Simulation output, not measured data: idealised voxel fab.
Process module, titled voxel lift off
We display cut, a cross-section 180 nm in width whose square cells are each 5 nm.
Notation: cross-section as square-cell grid; stated in bands, top first, going down; one or more cell rows per band.
It is stipulated that each band's entry specify, in nanometres, the height of the top of the band and then that of its bottom, followed by the materials of the band in left-to-right sequence, each together with its width in nanometres. A single material marked by the word "full width" is understood to fill the band from edge to edge; the word "empty" is understood to denote empty space.
A quick word on heights: they are counted from 0, and under that level the wafer as it came to us is one material throughout. The lowest band is different from the rest in having no bottom; it simply continues downward, written as in "top 0, no bottom".
Quick explanation for "30->40": the width changes in equal steps down the rows of cells, from the first number in the band's top row to the second number in its bottom row.
The designation "nothing changed", where it is given for a processing step, indicates that no cell of the cross-section was altered in the course of that step.
The entry titled "Entrapped void list" provides the empty spaces that have no open way to the top, restricted to those of 8 cells or more. Each is presented as width x height at distance, the distance being measured from the left edge, with all three in nm.
Step line, after settings: the simulator's comment on this step.
What "overlay nm" on a step's line means: if the step has a mask, that mask lay this far to the right of its planned place, or, when the value is negative, to the left.
Steps planned for the process:
1. RECEIVE [material Si]
2. CONFORMAL_DEP [material SiN] [thk nm 5]
3. PATTERN [tone open] [mask id LINES] [material resist] [width nm 30] [pitch nm 45] [thk nm 20] [overlay nm 0]
4. DIRECTIONAL_DEP [material Ru] [thk nm 10]
5. STRIP [etch materials resist]
6. CONFORMAL_DEP [material SiCN] [thk nm 5]
First of two wafers, processed according to plan:
Here's what the wafer looked like in cross-section when it arrived - that's after step 1:
	top 0, no bottom  Si full width
	Entrapped void list: none
The wafer in cross-section once step 2 is complete:
	top 5, bottom 0  SiN full width
	Note: structure below 0 unchanged.
The wafer in cross-section once step 3 is complete:
	top 25, bottom 5  resist (30), empty (30), resist (15), empty (30), resist (15), empty (30), resist (30)
	Note: structure below 5 unchanged.
The wafer in cross-section once step 4 is complete:
	top 35, bottom 25  Ru (30), empty (30), Ru (15), empty (30), Ru (15), empty (30), Ru (30)
	top 25, bottom 15  resist (30), empty (30), resist (15), empty (30), resist (15), empty (30), resist (30)
	top 15, bottom 5  resist (30), Ru (30), resist (15), Ru (30), resist (15), Ru (30), resist (30)
	Note: structure below 5 unchanged.
The wafer in cross-section once step 5 is complete:
	top 15, bottom 5  empty (30), Ru (30), empty (15), Ru (30), empty (15), Ru (30), empty (30)
	Note: structure below 5 unchanged.
The wafer in cross-section once step 6 is complete:
	top 20, bottom 15  empty (25), SiCN (40), empty (5), SiCN (40), empty (5), SiCN (40), empty (25)
	top 15, bottom 10  empty (25), SiCN (5), Ru (30), SiCN (5), empty (5), SiCN (5), Ru (30), SiCN (5), empty (5), SiCN (5), Ru (30), SiCN (5), empty (25)
	top 10, bottom 5  SiCN (30), Ru (30), SiCN (15), Ru (30), SiCN (15), Ru (30), SiCN (30)
	Note: structure below 5 unchanged.
Second wafer. Start and plan as for the first. One mistake made in running. Agrees with the first up to and including step 5:
Cross-section of the second wafer at the time by which step 6 should have been completed according to the plan: nothing changed
Which mistake was made when the wafer was run? plan step 6 was not performed, having been skipped
at the end the second wafer has, in cells: 48 fewer of SiCN
